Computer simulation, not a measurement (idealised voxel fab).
Documented hereafter: the process module known as voxel spacer lines.
Section cut is 155 nm wide and gridded with 5 nm square cells.
Think of the cross-section as a grid of square cells. We describe it in bands, top to bottom, and each band covers one or more rows of those cells. Band entry format. Leading values: height of top, height of bottom, nm. Remainder: materials in left-to-right order, each with its width in nm. Special words: "everywhere" on a single material, which then fills the band edge to edge; "empty", empty space. Ref level 0: as-received wafer is one material below here. Bottom band extends down with no lower bound ("z 0 and below"). So if you see something like "30..40" for the width, read it as the top row of the band sitting at the first number and the bottom row at the second, with every row in between moving by the same amount as the last. Where a step carries "stayed the same", the cross-section came out of it unchanged, cell for cell. Empty spaces without an open route to the top, at least 8 cells in extent, make up the entry "Enclosed void entries"; each is given as width x height at distance, where the distance is measured from the left edge, and all are in nm. Step line, after settings: the simulator's comment on this step. On any step carrying a mask, the "overlay nm" setting, if present on the step's line, tells how far right of its planned place the mask lay; negative values point to the left.

# Intended process steps
| 1 | RECEIVE, material Si |
| 2 | CONFORMAL_DEP, material SiO2, thk nm 10 |
| 3 | DIRECTIONAL_DEP, material polySi, thk nm 10 |
| 4 | DIRECTIONAL_DEP, material aC, thk nm 30 |
| 5 | PATTERN, tone cover, mask id MANDREL, material resist, width nm 20, pitch nm 60, thk nm 35, overlay nm 0 |
| 6 | DIRECTIONAL_ETCH, etch materials aC, depth nm 30 |
| 7 | STRIP, etch materials resist |
| 8 | CONFORMAL_DEP, material SiN, thk nm 10 |
| 9 | DIRECTIONAL_ETCH, etch materials SiN, depth nm 10 |
| 10 | STRIP, etch materials aC |
| 11 | DIRECTIONAL_ETCH, etch materials polySi, depth nm 10 |
| 12 | STRIP, etch materials SiN |

# On the first of the two wafers: run conducted according to plan

# Wafer as received: cross-section following step 1
	z 0 and below = Si everywhere
	Enclosed void entries: none

# Wafer section view after processing step 2
	z 10 to 0 = SiO2 everywhere
	Nothing below the height 0 has changed.

# Wafer section view after processing step 3
	z 20 to 10 = polySi everywhere
	Nothing below the height 10 has changed.

# Wafer section view after processing step 4
	z 50 to 20 = aC everywhere
	Nothing below the height 20 has changed.

# Wafer section view after processing step 5
	z 85 to 50 = empty 35 nm  resist 20 nm  empty 40 nm  resist 20 nm  empty 40 nm
	Nothing below the height 50 has changed.

# Wafer section view after processing step 6
	z 55 to 50 = empty 35 nm  resist 20 nm  empty 40 nm  resist 20 nm  empty 40 nm
	z 50 to 20 = empty 35 nm  aC 20 nm  empty 40 nm  aC 20 nm  empty 40 nm
	Nothing below the height 20 has changed.

# Wafer section view after processing step 7
	z 50 to 20 = empty 35 nm  aC 20 nm  empty 40 nm  aC 20 nm  empty 40 nm
	Nothing below the height 20 has changed.

# Wafer section view after processing step 8
	z 60 to 50 = empty 25 nm  SiN 40 nm  empty 20 nm  SiN 40 nm  empty 30 nm
	z 50 to 30 = empty 25 nm  SiN 10 nm  aC 20 nm  SiN 10 nm  empty 20 nm  SiN 10 nm  aC 20 nm  SiN 10 nm  empty 30 nm
	z 30 to 20 = SiN 35 nm  aC 20 nm  SiN 40 nm  aC 20 nm  SiN 40 nm
	Nothing below the height 20 has changed.

# Wafer section view after processing step 9
	z 50 to 20 = empty 25 nm  SiN 10 nm  aC 20 nm  SiN 10 nm  empty 20 nm  SiN 10 nm  aC 20 nm  SiN 10 nm  empty 30 nm
	Nothing below the height 20 has changed.

# Wafer section view after processing step 10
	z 50 to 20 = empty 25 nm  SiN 10 nm  empty 20 nm  SiN 10 nm  empty 20 nm  SiN 10 nm  empty 20 nm  SiN 10 nm  empty 30 nm
	Nothing below the height 20 has changed.

# Wafer section view after processing step 11
	z 50 to 20 = empty 25 nm  SiN 10 nm  empty 20 nm  SiN 10 nm  empty 20 nm  SiN 10 nm  empty 20 nm  SiN 10 nm  empty 30 nm
	z 20 to 10 = empty 25 nm  polySi 10 nm  empty 20 nm  polySi 10 nm  empty 20 nm  polySi 10 nm  empty 20 nm  polySi 10 nm  empty 30 nm
	Nothing below the height 10 has changed.

# Wafer section view after processing step 12
	z 20 to 10 = empty 25 nm  polySi 10 nm  empty 20 nm  polySi 10 nm  empty 20 nm  polySi 10 nm  empty 20 nm  polySi 10 nm  empty 30 nm
	Nothing below the height 10 has changed.

# Wafer two. Identical start, identical plan. One mistake in execution. Identical history through step 4

# Cross-section of the second wafer at the time by which step 5 should have been completed according to the plan
	z 85 to 50 = resist 35 nm  empty 20 nm  resist 40 nm  empty 20 nm  resist 40 nm
	Nothing below the height 50 has changed.

# Cross-section of the second wafer at the time by which step 6 should have been completed according to the plan
	z 55 to 50 = resist 35 nm  empty 20 nm  resist 40 nm  empty 20 nm  resist 40 nm
	z 50 to 20 = aC 35 nm  empty 20 nm  aC 40 nm  empty 20 nm  aC 40 nm
	Nothing below the height 20 has changed.

# Cross-section of the second wafer at the time by which step 7 should have been completed according to the plan
	z 50 to 20 = aC 35 nm  empty 20 nm  aC 40 nm  empty 20 nm  aC 40 nm
	Nothing below the height 20 has changed.

# Cross-section of the second wafer at the time by which step 8 should have been completed according to the plan
	z 60 to 50 = SiN everywhere
	z 50 to 20 = aC 35 nm  SiN 20 nm  aC 40 nm  SiN 20 nm  aC 40 nm
	Nothing below the height 20 has changed.

# Cross-section of the second wafer at the time by which step 9 should have been completed according to the plan
	z 50 to 20 = aC 35 nm  SiN 20 nm  aC 40 nm  SiN 20 nm  aC 40 nm
	Nothing below the height 20 has changed.

# Cross-section of the second wafer at the time by which step 10 should have been completed according to the plan
	z 50 to 20 = empty 35 nm  SiN 20 nm  empty 40 nm  SiN 20 nm  empty 40 nm
	Nothing below the height 20 has changed.

# Cross-section of the second wafer at the time by which step 11 should have been completed according to the plan
	z 50 to 20 = empty 35 nm  SiN 20 nm  empty 40 nm  SiN 20 nm  empty 40 nm
	z 20 to 10 = empty 35 nm  polySi 20 nm  empty 40 nm  polySi 20 nm  empty 40 nm
	Nothing below the height 10 has changed.

# Cross-section of the second wafer at the time by which step 12 should have been completed according to the plan
	z 20 to 10 = empty 35 nm  polySi 20 nm  empty 40 nm  polySi 20 nm  empty 40 nm
	Nothing below the height 10 has changed.
It is concluded that the wafer was processed incorrectly with respect to the plan, in that step 5 off recipe, ran as PATTERN, tone open, mask id MANDREL, material resist, width nm 20, pitch nm 60, thk nm 35, overlay nm 0
Upon completion, the cell count for each material on the second wafer equals that on the first, whereas the spatial distribution of those cells differs.
